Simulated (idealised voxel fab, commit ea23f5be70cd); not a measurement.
Herein follows the process module entitled voxel tone inversion.
Section cut is 215 nm wide and gridded with 5 nm square cells.
Just so we're on the same page, the cross-sections are grids of square cells, and they're listed out in bands top to bottom, each band one or more rows deep. Look at the band entry: it leads with the top's height and the bottom's height in nm. Then it lists the materials left to right, with a width in nm for each. The word "throughout" on a single material says that material fills the band edge to edge. The word "empty" is empty space. A quick word on heights: they are counted from 0, and under that level the wafer as it came to us is one material throughout. The lowest band is different from the rest in having no bottom; it simply continues downward, written as in "from 0 down". A two-number width, for instance "30->40", indicates that the width is equal to the first number in the top row of the band and to the second number in the bottom row, and that it changes by a constant amount per row of cells. The designation "left unchanged", where it is given for a processing step, indicates that no cell of the cross-section was altered in the course of that step. "Enclosed cavity list" means: voids of 8 cells or more that are shut off from the top with no open way through. Written width x height at distance, distance from the left edge, in nm. Past the settings on a step's line: simulator remark, on that step. overlay nm: mask right of planned place by this much (step with mask). Neg. = left. Structure of the following material. The material consists of pairs of cross-sections. Each pair comprises the cross-section before one process step and the cross-section after that step, the latter shown only down to the lowest band that changed. The step between the cross-sections is specified beneath each pair, including its settings. Pairs are not necessarily consecutive: they may derive from different runs of this module performed on the same starting wafer. Continuity with the pair above is to be assumed only where the entry headed "Pre-step section" of the pair in question states it.
### Pre-step section
- from 0 down = Si throughout
- Enclosed cavity list: none
### Sectional Result
- from 10 to 0 = SiN throughout
- Beneath the level 0, the cross-section is identical to its previous state.
- Enclosed cavity list: none
It is this step that lies between the two cross-sections above: op CONFORMAL_DEP | material SiN | thk nm 10
Pre-step section: after-step cross-section of the pair just above applies.
### Sectional Result
- from 35 to 10 = polySi throughout
- Beneath the level 10, the cross-section is identical to its previous state.
- Enclosed cavity list: none
It is this step that lies between the two cross-sections above: op DIRECTIONAL_DEP | material polySi | thk nm 25
Pre-step section: after-step cross-section of the pair just above applies.
### Sectional Result
- from 70 to 35 = 45 of empty | 20 of resist | 30 of empty | 20 of resist | 30 of empty | 20 of resist | 50 of empty
- Beneath the level 35, the cross-section is identical to its previous state.
- Enclosed cavity list: none
It is this step that lies between the two cross-sections above: op PATTERN | tone cover | mask id POSTS | material resist | width nm 20 | pitch nm 50 | thk nm 35 | overlay nm 0
Pre-step section: after-step cross-section of the pair just above applies.
### Sectional Result
- from 70 to 35 = 45 of empty | 20 of resist | 30 of empty | 20 of resist | 30 of empty | 20 of resist | 50 of empty
- from 35 to 10 = 45 of empty | 20 of polySi | 30 of empty | 20 of polySi | 30 of empty | 20 of polySi | 50 of empty
- Beneath the level 10, the cross-section is identical to its previous state.
- Enclosed cavity list: none
It is this step that lies between the two cross-sections above: op DIRECTIONAL_ETCH | etch materials polySi | depth nm 25
Pre-step section: after-step cross-section of the pair just above applies.
### Sectional Result
- from 35 to 10 = 45 of empty | 20 of polySi | 30 of empty | 20 of polySi | 30 of empty | 20 of polySi | 50 of empty
- Beneath the level 10, the cross-section is identical to its previous state.
- Enclosed cavity list: none
It is this step that lies between the two cross-sections above: op STRIP | etch materials resist
Pre-step section: after-step cross-section of the pair just above applies.
### Sectional Result
- from 40 to 35 = lowk throughout
- from 35 to 10 = 45 of lowk | 20 of polySi | 30 of lowk | 20 of polySi | 30 of lowk | 20 of polySi | 50 of lowk
- Beneath the level 10, the cross-section is identical to its previous state.
- Enclosed cavity list: none
It is this step that lies between the two cross-sections above: op FILL_DEP | material lowk | thk nm 5
Pre-step section: after-step cross-section of the pair just above applies.
### Sectional Result
- from 35 to 10 = 45 of lowk | 20 of polySi | 30 of lowk | 20 of polySi | 30 of lowk | 20 of polySi | 50 of lowk
- Beneath the level 10, the cross-section is identical to its previous state.
- Enclosed cavity list: none
It is this step that lies between the two cross-sections above: op CMP | height nm 35
Pre-step section: after-step cross-section of the pair just above applies.
### Sectional Result
- from 35 to 10 = 45 of lowk | 20 of empty | 30 of lowk | 20 of empty | 30 of lowk | 20 of empty | 50 of lowk
- Beneath the level 10, the cross-section is identical to its previous state.
- Enclosed cavity list: none
It is this step that lies between the two cross-sections above: op STRIP | etch materials polySi
Pre-step section: after-step cross-section of the pair just above applies.
### Sectional Result
- from 40 to 35 = 50 of TiN | 10 of empty | 40 of TiN | 10 of empty | 40 of TiN | 10 of empty | 55 of TiN
- from 35 to 15 = 45 of lowk | 5 of TiN | 10 of empty | 5 of TiN | 30 of lowk | 5 of TiN | 10 of empty | 5 of TiN | 30 of lowk | 5 of TiN | 10 of empty | 5 of TiN | 50 of lowk
- from 15 to 10 = 45 of lowk | 20 of TiN | 30 of lowk | 20 of TiN | 30 of lowk | 20 of TiN | 50 of lowk
- Beneath the level 10, the cross-section is identical to its previous state.
- Enclosed cavity list: none
It is this step that lies between the two cross-sections above: op CONFORMAL_DEP | material TiN | thk nm 5
Pre-step section: after-step cross-section of the pair just above applies.
### Sectional Result
- from 50 to 40 = Ru throughout
- from 40 to 35 = 50 of TiN | 10 of Ru | 40 of TiN | 10 of Ru | 40 of TiN | 10 of Ru | 55 of TiN
- from 35 to 15 = 45 of lowk | 5 of TiN | 10 of Ru | 5 of TiN | 30 of lowk | 5 of TiN | 10 of Ru | 5 of TiN | 30 of lowk | 5 of TiN | 10 of Ru | 5 of TiN | 50 of lowk
- Beneath the level 15, the cross-section is identical to its previous state.
- Enclosed cavity list: none
It is this step that lies between the two cross-sections above: op FILL_DEP | material Ru | thk nm 10
Pre-step section: after-step cross-section of the pair just above applies.
### Sectional Result
- from 35 to 15 = 45 of lowk | 5 of TiN | 10 of Ru | 5 of TiN | 30 of lowk | 5 of TiN | 10 of Ru | 5 of TiN | 30 of lowk | 5 of TiN | 10 of Ru | 5 of TiN | 50 of lowk
- Beneath the level 15, the cross-section is identical to its previous state.
- Enclosed cavity list: none
It is this step that lies between the two cross-sections above: op CMP | height nm 35
Pre-step section: after-step cross-section of the pair just above applies.
### Sectional Result
- from 40 to 35 = SiCN throughout
- Beneath the level 35, the cross-section is identical to its previous state.
- Enclosed cavity list: none
It is this step that lies between the two cross-sections above: op CONFORMAL_DEP | material SiCN | thk nm 5
### Pre-step section
- from 50 to 40 = Ru throughout
- from 40 to 35 = 50 of TiN | 10 of Ru | 40 of TiN | 10 of Ru | 40 of TiN | 10 of Ru | 55 of TiN
- from 35 to 15 = 45 of lowk | 5 of TiN | 10 of Ru | 5 of TiN | 30 of lowk | 5 of TiN | 10 of Ru | 5 of TiN | 30 of lowk | 5 of TiN | 10 of Ru | 5 of TiN | 50 of lowk
- from 15 to 10 = 45 of lowk | 20 of TiN | 30 of lowk | 20 of TiN | 30 of lowk | 20 of TiN | 50 of lowk
- from 10 to 0 = SiN throughout
- from 0 down = Si throughout
- Enclosed cavity list: none
### Sectional Result
- from 55 to 50 = SiCN throughout
- Beneath the level 50, the cross-section is identical to its previous state.
- Enclosed cavity list: none
It is this step that lies between the two cross-sections above: op CONFORMAL_DEP | material SiCN | thk nm 5
### Pre-step section
- from 0 down = Si throughout
- Enclosed cavity list: none
### Sectional Result
- from 25 to 0 = polySi throughout
- Beneath the level 0, the cross-section is identical to its previous state.
- Enclosed cavity list: none
It is this step that lies between the two cross-sections above: op DIRECTIONAL_DEP | material polySi | thk nm 25
Pre-step section: after-step cross-section of the pair just above applies.
### Sectional Result
- from 35 to 25 = SiN throughout
- Beneath the level 25, the cross-section is identical to its previous state.
- Enclosed cavity list: none
It is this step that lies between the two cross-sections above: op CONFORMAL_DEP | material SiN | thk nm 10
Pre-step section: after-step cross-section of the pair just above applies.
### Sectional Result
- from 70 to 35 = 45 of empty | 20 of resist | 30 of empty | 20 of resist | 30 of empty | 20 of resist | 50 of empty
- Beneath the level 35, the cross-section is identical to its previous state.
- Enclosed cavity list: none
It is this step that lies between the two cross-sections above: op PATTERN | tone cover | mask id POSTS | material resist | width nm 20 | pitch nm 50 | thk nm 35 | overlay nm 0
Pre-step section: after-step cross-section of the pair just above applies.
### Sectional Result
- from 35 to 25 = SiN throughout
- Beneath the level 25, the cross-section is identical to its previous state.
- Enclosed cavity list: none
It is this step that lies between the two cross-sections above: op STRIP | etch materials resist
Pre-step section: after-step cross-section of the pair just above applies.
### Sectional Result
- from 40 to 35 = lowk throughout
- Beneath the level 35, the cross-section is identical to its previous state.
- Enclosed cavity list: none
It is this step that lies between the two cross-sections above: op FILL_DEP | material lowk | thk nm 5
Pre-step section: after-step cross-section of the pair just above applies.
### Sectional Result
- from 35 to 25 = SiN throughout
- Beneath the level 25, the cross-section is identical to its previous state.
- Enclosed cavity list: none
It is this step that lies between the two cross-sections above: op CMP | height nm 35
Pre-step section: after-step cross-section of the pair just above applies.
### Sectional Result
- from 40 to 35 = TiN throughout
- Beneath the level 35, the cross-section is identical to its previous state.
- Enclosed cavity list: none
It is this step that lies between the two cross-sections above: op CONFORMAL_DEP | material TiN | thk nm 5
Pre-step section: after-step cross-section of the pair just above applies.
### Sectional Result
- from 50 to 40 = Ru throughout
- Beneath the level 40, the cross-section is identical to its previous state.
- Enclosed cavity list: none
It is this step that lies between the two cross-sections above: op FILL_DEP | material Ru | thk nm 10
Pre-step section: after-step cross-section of the pair just above applies.
### Sectional Result
- from 35 to 25 = SiN throughout
- Beneath the level 25, the cross-section is identical to its previous state.
- Enclosed cavity list: none
It is this step that lies between the two cross-sections above: op CMP | height nm 35
Pre-step section: after-step cross-section of the pair just above applies.
### Sectional Result
- from 40 to 35 = SiCN throughout
- Beneath the level 35, the cross-section is identical to its previous state.
- Enclosed cavity list: none
It is this step that lies between the two cross-sections above: op CONFORMAL_DEP | material SiCN | thk nm 5
### Pre-step section
- from 40 to 35 = lowk throughout
- from 35 to 10 = 45 of lowk | 20 of polySi | 30 of lowk | 20 of polySi | 30 of lowk | 20 of polySi | 50 of lowk
- from 10 to 0 = SiN throughout
- from 0 down = Si throughout
- Enclosed cavity list: none
### Sectional Result
- from 30 to 10 = 45 of lowk | 20 of polySi | 30 of lowk | 20 of polySi | 30 of lowk | 20 of polySi | 50 of lowk
- Beneath the level 10, the cross-section is identical to its previous state.
- Enclosed cavity list: none
It is this step that lies between the two cross-sections above: op CMP | height nm 30
Pre-step section: after-step cross-section of the pair just above applies.
### Sectional Result
- from 30 to 10 = 45 of lowk | 20 of empty | 30 of lowk | 20 of empty | 30 of lowk | 20 of empty | 50 of lowk
- Beneath the level 10, the cross-section is identical to its previous state.
- Enclosed cavity list: none
It is this step that lies between the two cross-sections above: op STRIP | etch materials polySi
Pre-step section: after-step cross-section of the pair just above applies.
### Sectional Result
- from 35 to 30 = 50 of TiN | 10 of empty | 40 of TiN | 10 of empty | 40 of TiN | 10 of empty | 55 of TiN
- from 30 to 15 = 45 of lowk | 5 of TiN | 10 of empty | 5 of TiN | 30 of lowk | 5 of TiN | 10 of empty | 5 of TiN | 30 of lowk | 5 of TiN | 10 of empty | 5 of TiN | 50 of lowk
- from 15 to 10 = 45 of lowk | 20 of TiN | 30 of lowk | 20 of TiN | 30 of lowk | 20 of TiN | 50 of lowk
- Beneath the level 10, the cross-section is identical to its previous state.
- Enclosed cavity list: none
It is this step that lies between the two cross-sections above: op CONFORMAL_DEP | material TiN | thk nm 5
Pre-step section: after-step cross-section of the pair just above applies.
### Sectional Result
- from 45 to 35 = Ru throughout
- from 35 to 30 = 50 of TiN | 10 of Ru | 40 of TiN | 10 of Ru | 40 of TiN | 10 of Ru | 55 of TiN
- from 30 to 15 = 45 of lowk | 5 of TiN | 10 of Ru | 5 of TiN | 30 of lowk | 5 of TiN | 10 of Ru | 5 of TiN | 30 of lowk | 5 of TiN | 10 of Ru | 5 of TiN | 50 of lowk
- Beneath the level 15, the cross-section is identical to its previous state.
- Enclosed cavity list: none
It is this step that lies between the two cross-sections above: op FILL_DEP | material Ru | thk nm 10
Pre-step section: after-step cross-section of the pair just above applies.
### Sectional Result
- from 35 to 30 = 50 of TiN | 10 of Ru | 40 of TiN | 10 of Ru | 40 of TiN | 10 of Ru | 55 of TiN
- Beneath the level 30, the cross-section is identical to its previous state.
- Enclosed cavity list: none
It is this step that lies between the two cross-sections above: op CMP | height nm 35
Pre-step section: after-step cross-section of the pair just above applies.
### Sectional Result
- from 40 to 35 = SiCN throughout
- Beneath the level 35, the cross-section is identical to its previous state.
- Enclosed cavity list: none
It is this step that lies between the two cross-sections above: op CONFORMAL_DEP | material SiCN | thk nm 5
### Pre-step section
- from 35 to 10 = polySi throughout
- from 10 to 0 = SiN throughout
- from 0 down = Si throughout
- Enclosed cavity list: none
### Sectional Result
- from 70 to 35 = 50 of empty | 15 of resist | 35 of empty | 15 of resist | 35 of empty | 15 of resist | 50 of empty
- Beneath the level 35, the cross-section is identical to its previous state.
- Enclosed cavity list: none
It is this step that lies between the two cross-sections above: op PATTERN | tone cover | mask id POSTS | material resist | width nm 15 | pitch nm 50 | thk nm 35 | overlay nm 0
Pre-step section: after-step cross-section of the pair just above applies.
### Sectional Result
- from 70 to 35 = 50 of empty | 15 of resist | 35 of empty | 15 of resist | 35 of empty | 15 of resist | 50 of empty
- from 35 to 10 = 50 of empty | 15 of polySi | 35 of empty | 15 of polySi | 35 of empty | 15 of polySi | 50 of empty
- Beneath the level 10, the cross-section is identical to its previous state.
- Enclosed cavity list: none
It is this step that lies between the two cross-sections above: op DIRECTIONAL_ETCH | etch materials polySi | depth nm 25
Pre-step section: after-step cross-section of the pair just above applies.
### Sectional Result
- from 35 to 10 = 50 of empty | 15 of polySi | 35 of empty | 15 of polySi | 35 of empty | 15 of polySi | 50 of empty
- Beneath the level 10, the cross-section is identical to its previous state.
- Enclosed cavity list: none
It is this step that lies between the two cross-sections above: op STRIP | etch materials resist
Pre-step section: after-step cross-section of the pair just above applies.
### Sectional Result
- from 40 to 35 = lowk throughout
- from 35 to 10 = 50 of lowk | 15 of polySi | 35 of lowk | 15 of polySi | 35 of lowk | 15 of polySi | 50 of lowk
- Beneath the level 10, the cross-section is identical to its previous state.
- Enclosed cavity list: none
It is this step that lies between the two cross-sections above: op FILL_DEP | material lowk | thk nm 5
Pre-step section: after-step cross-section of the pair just above applies.
### Sectional Result
- from 35 to 10 = 50 of lowk | 15 of polySi | 35 of lowk | 15 of polySi | 35 of lowk | 15 of polySi | 50 of lowk
- Beneath the level 10, the cross-section is identical to its previous state.
- Enclosed cavity list: none
It is this step that lies between the two cross-sections above: op CMP | height nm 35
Pre-step section: after-step cross-section of the pair just above applies.
### Sectional Result
- from 35 to 10 = 50 of lowk | 15 of empty | 35 of lowk | 15 of empty | 35 of lowk | 15 of empty | 50 of lowk
- Beneath the level 10, the cross-section is identical to its previous state.
- Enclosed cavity list: none
It is this step that lies between the two cross-sections above: op STRIP | etch materials polySi
Pre-step section: after-step cross-section of the pair just above applies.
### Sectional Result
- from 40 to 35 = 55 of TiN | 5 of empty | 45 of TiN | 5 of empty | 45 of TiN | 5 of empty | 55 of TiN
- from 35 to 15 = 50 of lowk | 5 of TiN | 5 of empty | 5 of TiN | 35 of lowk | 5 of TiN | 5 of empty | 5 of TiN | 35 of lowk | 5 of TiN | 5 of empty | 5 of TiN | 50 of lowk
- from 15 to 10 = 50 of lowk | 15 of TiN | 35 of lowk | 15 of TiN | 35 of lowk | 15 of TiN | 50 of lowk
- Beneath the level 10, the cross-section is identical to its previous state.
- Enclosed cavity list: none
It is this step that lies between the two cross-sections above: op CONFORMAL_DEP | material TiN | thk nm 5
Pre-step section: after-step cross-section of the pair just above applies.
### Sectional Result
- from 50 to 40 = Ru throughout
- from 40 to 35 = 55 of TiN | 5 of Ru | 45 of TiN | 5 of Ru | 45 of TiN | 5 of Ru | 55 of TiN
- from 35 to 15 = 50 of lowk | 5 of TiN | 5 of Ru | 5 of TiN | 35 of lowk | 5 of TiN | 5 of Ru | 5 of TiN | 35 of lowk | 5 of TiN | 5 of Ru | 5 of TiN | 50 of lowk
- Beneath the level 15, the cross-section is identical to its previous state.
- Enclosed cavity list: none
It is this step that lies between the two cross-sections above: op FILL_DEP | material Ru | thk nm 10
Pre-step section: after-step cross-section of the pair just above applies.
### Sectional Result
- from 35 to 15 = 50 of lowk | 5 of TiN | 5 of Ru | 5 of TiN | 35 of lowk | 5 of TiN | 5 of Ru | 5 of TiN | 35 of lowk | 5 of TiN | 5 of Ru | 5 of TiN | 50 of lowk
- Beneath the level 15, the cross-section is identical to its previous state.
- Enclosed cavity list: none
It is this step that lies between the two cross-sections above: op CMP | height nm 35
Pre-step section: after-step cross-section of the pair just above applies.
### Sectional Result
- from 40 to 35 = SiCN throughout
- Beneath the level 35, the cross-section is identical to its previous state.
- Enclosed cavity list: none
It is this step that lies between the two cross-sections above: op CONFORMAL_DEP | material SiCN | thk nm 5
### Pre-step section
- from 35 to 10 = polySi throughout
- from 10 to 0 = SiN throughout
- from 0 down = Si throughout
- Enclosed cavity list: none
### Sectional Result
- from 70 to 35 = 35 of empty | 20 of resist | 30 of empty | 20 of resist | 30 of empty | 20 of resist | 60 of empty
- Beneath the level 35, the cross-section is identical to its previous state.
- Enclosed cavity list: none
It is this step that lies between the two cross-sections above: op PATTERN | tone cover | mask id POSTS | material resist | width nm 20 | pitch nm 50 | thk nm 35 | overlay nm -10
Pre-step section: after-step cross-section of the pair just above applies.
### Sectional Result
- from 70 to 35 = 35 of empty | 20 of resist | 30 of empty | 20 of resist | 30 of empty | 20 of resist | 60 of empty
- from 35 to 10 = 35 of empty | 20 of polySi | 30 of empty | 20 of polySi | 30 of empty | 20 of polySi | 60 of empty
- Beneath the level 10, the cross-section is identical to its previous state.
- Enclosed cavity list: none
It is this step that lies between the two cross-sections above: op DIRECTIONAL_ETCH | etch materials polySi | depth nm 25
Pre-step section: after-step cross-section of the pair just above applies.
### Sectional Result
- from 35 to 10 = 35 of empty | 20 of polySi | 30 of empty | 20 of polySi | 30 of empty | 20 of polySi | 60 of empty
- Beneath the level 10, the cross-section is identical to its previous state.
- Enclosed cavity list: none
It is this step that lies between the two cross-sections above: op STRIP | etch materials resist
Pre-step section: after-step cross-section of the pair just above applies.
### Sectional Result
- from 40 to 35 = lowk throughout
- from 35 to 10 = 35 of lowk | 20 of polySi | 30 of lowk | 20 of polySi | 30 of lowk | 20 of polySi | 60 of lowk
- Beneath the level 10, the cross-section is identical to its previous state.
- Enclosed cavity list: none
It is this step that lies between the two cross-sections above: op FILL_DEP | material lowk | thk nm 5
Pre-step section: after-step cross-section of the pair just above applies.
### Sectional Result
- from 35 to 10 = 35 of lowk | 20 of polySi | 30 of lowk | 20 of polySi | 30 of lowk | 20 of polySi | 60 of lowk
- Beneath the level 10, the cross-section is identical to its previous state.
- Enclosed cavity list: none
It is this step that lies between the two cross-sections above: op CMP | height nm 35
Pre-step section: after-step cross-section of the pair just above applies.
### Sectional Result
- from 35 to 10 = 35 of lowk | 20 of empty | 30 of lowk | 20 of empty | 30 of lowk | 20 of empty | 60 of lowk
- Beneath the level 10, the cross-section is identical to its previous state.
- Enclosed cavity list: none
It is this step that lies between the two cross-sections above: op STRIP | etch materials polySi
Pre-step section: after-step cross-section of the pair just above applies.
### Sectional Result
- from 40 to 35 = 40 of TiN | 10 of empty | 40 of TiN | 10 of empty | 40 of TiN | 10 of empty | 65 of TiN
- from 35 to 15 = 35 of lowk | 5 of TiN | 10 of empty | 5 of TiN | 30 of lowk | 5 of TiN | 10 of empty | 5 of TiN | 30 of lowk | 5 of TiN | 10 of empty | 5 of TiN | 60 of lowk
- from 15 to 10 = 35 of lowk | 20 of TiN | 30 of lowk | 20 of TiN | 30 of lowk | 20 of TiN | 60 of lowk
- Beneath the level 10, the cross-section is identical to its previous state.
- Enclosed cavity list: none
It is this step that lies between the two cross-sections above: op CONFORMAL_DEP | material TiN | thk nm 5
Pre-step section: after-step cross-section of the pair just above applies.
### Sectional Result
- from 50 to 40 = Ru throughout
- from 40 to 35 = 40 of TiN | 10 of Ru | 40 of TiN | 10 of Ru | 40 of TiN | 10 of Ru | 65 of TiN
- from 35 to 15 = 35 of lowk | 5 of TiN | 10 of Ru | 5 of TiN | 30 of lowk | 5 of TiN | 10 of Ru | 5 of TiN | 30 of lowk | 5 of TiN | 10 of Ru | 5 of TiN | 60 of lowk
- Beneath the level 15, the cross-section is identical to its previous state.
- Enclosed cavity list: none
It is this step that lies between the two cross-sections above: op FILL_DEP | material Ru | thk nm 10
Pre-step section: after-step cross-section of the pair just above applies.
### Sectional Result
- from 35 to 15 = 35 of lowk | 5 of TiN | 10 of Ru | 5 of TiN | 30 of lowk | 5 of TiN | 10 of Ru | 5 of TiN | 30 of lowk | 5 of TiN | 10 of Ru | 5 of TiN | 60 of lowk
- Beneath the level 15, the cross-section is identical to its previous state.
- Enclosed cavity list: none
It is this step that lies between the two cross-sections above: op CMP | height nm 35
Pre-step section: after-step cross-section of the pair just above applies.
### Sectional Result
- from 40 to 35 = SiCN throughout
- Beneath the level 35, the cross-section is identical to its previous state.
- Enclosed cavity list: none
It is this step that lies between the two cross-sections above: op CONFORMAL_DEP | material SiCN | thk nm 5
### Pre-step section
- from 35 to 10 = 45 of lowk | 20 of polySi | 30 of lowk | 20 of polySi | 30 of lowk | 20 of polySi | 50 of lowk
- from 10 to 0 = SiN throughout
- from 0 down = Si throughout
- Enclosed cavity list: none
### Sectional Result
- from 35 to 10 = 45 of empty | 20 of polySi | 30 of empty | 20 of polySi | 30 of empty | 20 of polySi | 50 of empty
- Beneath the level 10, the cross-section is identical to its previous state.
- Enclosed cavity list: none
It is this step that lies between the two cross-sections above: op STRIP | etch materials lowk
Pre-step section: after-step cross-section of the pair just above applies.
### Sectional Result
- from 40 to 35 = 40 of empty | 30 of TiN | 20 of empty | 30 of TiN | 20 of empty | 30 of TiN | 45 of empty
- from 35 to 15 = 40 of empty | 5 of TiN | 20 of polySi | 5 of TiN | 20 of empty | 5 of TiN | 20 of polySi | 5 of TiN | 20 of empty | 5 of TiN | 20 of polySi | 5 of TiN | 45 of empty
- from 15 to 10 = 45 of TiN | 20 of polySi | 30 of TiN | 20 of polySi | 30 of TiN | 20 of polySi | 50 of TiN
- Beneath the level 10, the cross-section is identical to its previous state.
- Enclosed cavity list: none
It is this step that lies between the two cross-sections above: op CONFORMAL_DEP | material TiN | thk nm 5
Pre-step section: after-step cross-section of the pair just above applies.
### Sectional Result
- from 50 to 40 = Ru throughout
- from 40 to 35 = 40 of Ru | 30 of TiN | 20 of Ru | 30 of TiN | 20 of Ru | 30 of TiN | 45 of Ru
- from 35 to 15 = 40 of Ru | 5 of TiN | 20 of polySi | 5 of TiN | 20 of Ru | 5 of TiN | 20 of polySi | 5 of TiN | 20 of Ru | 5 of TiN | 20 of polySi | 5 of TiN | 45 of Ru
- Beneath the level 15, the cross-section is identical to its previous state.
- Enclosed cavity list: none
It is this step that lies between the two cross-sections above: op FILL_DEP | material Ru | thk nm 10
Pre-step section: after-step cross-section of the pair just above applies.
### Sectional Result
- from 35 to 15 = 40 of Ru | 5 of TiN | 20 of polySi | 5 of TiN | 20 of Ru | 5 of TiN | 20 of polySi | 5 of TiN | 20 of Ru | 5 of TiN | 20 of polySi | 5 of TiN | 45 of Ru
- Beneath the level 15, the cross-section is identical to its previous state.
- Enclosed cavity list: none
It is this step that lies between the two cross-sections above: op CMP | height nm 35
Pre-step section: after-step cross-section of the pair just above applies.
### Sectional Result
- from 40 to 35 = SiCN throughout
- Beneath the level 35, the cross-section is identical to its previous state.
- Enclosed cavity list: none
It is this step that lies between the two cross-sections above: op CONFORMAL_DEP | material SiCN | thk nm 5
### Pre-step section
- from 35 to 10 = polySi throughout
- from 10 to 0 = SiN throughout
- from 0 down = Si throughout
- Enclosed cavity list: none
### Sectional Result
- from 70 to 35 = 45 of resist | 20 of empty | 30 of resist | 20 of empty | 30 of resist | 20 of empty | 50 of resist
- Beneath the level 35, the cross-section is identical to its previous state.
- Enclosed cavity list: none
It is this step that lies between the two cross-sections above: op PATTERN | tone open | mask id POSTS | material resist | width nm 20 | pitch nm 50 | thk nm 35 | overlay nm 0
Pre-step section: after-step cross-section of the pair just above applies.
### Sectional Result
- from 70 to 35 = 45 of resist | 20 of empty | 30 of resist | 20 of empty | 30 of resist | 20 of empty | 50 of resist
- from 35 to 10 = 45 of polySi | 20 of empty | 30 of polySi | 20 of empty | 30 of polySi | 20 of empty | 50 of polySi
- Beneath the level 10, the cross-section is identical to its previous state.
- Enclosed cavity list: none
It is this step that lies between the two cross-sections above: op DIRECTIONAL_ETCH | etch materials polySi | depth nm 25
Pre-step section: after-step cross-section of the pair just above applies.
### Sectional Result
- from 35 to 10 = 45 of polySi | 20 of empty | 30 of polySi | 20 of empty | 30 of polySi | 20 of empty | 50 of polySi
- Beneath the level 10, the cross-section is identical to its previous state.
- Enclosed cavity list: none
It is this step that lies between the two cross-sections above: op STRIP | etch materials resist
Pre-step section: after-step cross-section of the pair just above applies.
### Sectional Result
- from 40 to 35 = lowk throughout
- from 35 to 10 = 45 of polySi | 20 of lowk | 30 of polySi | 20 of lowk | 30 of polySi | 20 of lowk | 50 of polySi
- Beneath the level 10, the cross-section is identical to its previous state.
- Enclosed cavity list: none
It is this step that lies between the two cross-sections above: op FILL_DEP | material lowk | thk nm 5
Pre-step section: after-step cross-section of the pair just above applies.
### Sectional Result
- from 35 to 10 = 45 of polySi | 20 of lowk | 30 of polySi | 20 of lowk | 30 of polySi | 20 of lowk | 50 of polySi
- Beneath the level 10, the cross-section is identical to its previous state.
- Enclosed cavity list: none
It is this step that lies between the two cross-sections above: op CMP | height nm 35
Pre-step section: after-step cross-section of the pair just above applies.
### Sectional Result
- from 35 to 10 = 45 of empty | 20 of lowk | 30 of empty | 20 of lowk | 30 of empty | 20 of lowk | 50 of empty
- Beneath the level 10, the cross-section is identical to its previous state.
- Enclosed cavity list: none
It is this step that lies between the two cross-sections above: op STRIP | etch materials polySi
Pre-step section: after-step cross-section of the pair just above applies.
### Sectional Result
- from 40 to 35 = 40 of empty | 30 of TiN | 20 of empty | 30 of TiN | 20 of empty | 30 of TiN | 45 of empty
- from 35 to 15 = 40 of empty | 5 of TiN | 20 of lowk | 5 of TiN | 20 of empty | 5 of TiN | 20 of lowk | 5 of TiN | 20 of empty | 5 of TiN | 20 of lowk | 5 of TiN | 45 of empty
- from 15 to 10 = 45 of TiN | 20 of lowk | 30 of TiN | 20 of lowk | 30 of TiN | 20 of lowk | 50 of TiN
- Beneath the level 10, the cross-section is identical to its previous state.
- Enclosed cavity list: none
It is this step that lies between the two cross-sections above: op CONFORMAL_DEP | material TiN | thk nm 5
Pre-step section: after-step cross-section of the pair just above applies.
### Sectional Result
- from 50 to 40 = Ru throughout
- from 40 to 35 = 40 of Ru | 30 of TiN | 20 of Ru | 30 of TiN | 20 of Ru | 30 of TiN | 45 of Ru
- from 35 to 15 = 40 of Ru | 5 of TiN | 20 of lowk | 5 of TiN | 20 of Ru | 5 of TiN | 20 of lowk | 5 of TiN | 20 of Ru | 5 of TiN | 20 of lowk | 5 of TiN | 45 of Ru
- Beneath the level 15, the cross-section is identical to its previous state.
- Enclosed cavity list: none
It is this step that lies between the two cross-sections above: op FILL_DEP | material Ru | thk nm 10
Pre-step section: after-step cross-section of the pair just above applies.
### Sectional Result
- from 35 to 15 = 40 of Ru | 5 of TiN | 20 of lowk | 5 of TiN | 20 of Ru | 5 of TiN | 20 of lowk | 5 of TiN | 20 of Ru | 5 of TiN | 20 of lowk | 5 of TiN | 45 of Ru
- Beneath the level 15, the cross-section is identical to its previous state.
- Enclosed cavity list: none
It is this step that lies between the two cross-sections above: op CMP | height nm 35
Pre-step section: after-step cross-section of the pair just above applies.
### Sectional Result
- from 40 to 35 = SiCN throughout
- Beneath the level 35, the cross-section is identical to its previous state.
- Enclosed cavity list: none
It is this step that lies between the two cross-sections above: op CONFORMAL_DEP | material SiCN | thk nm 5
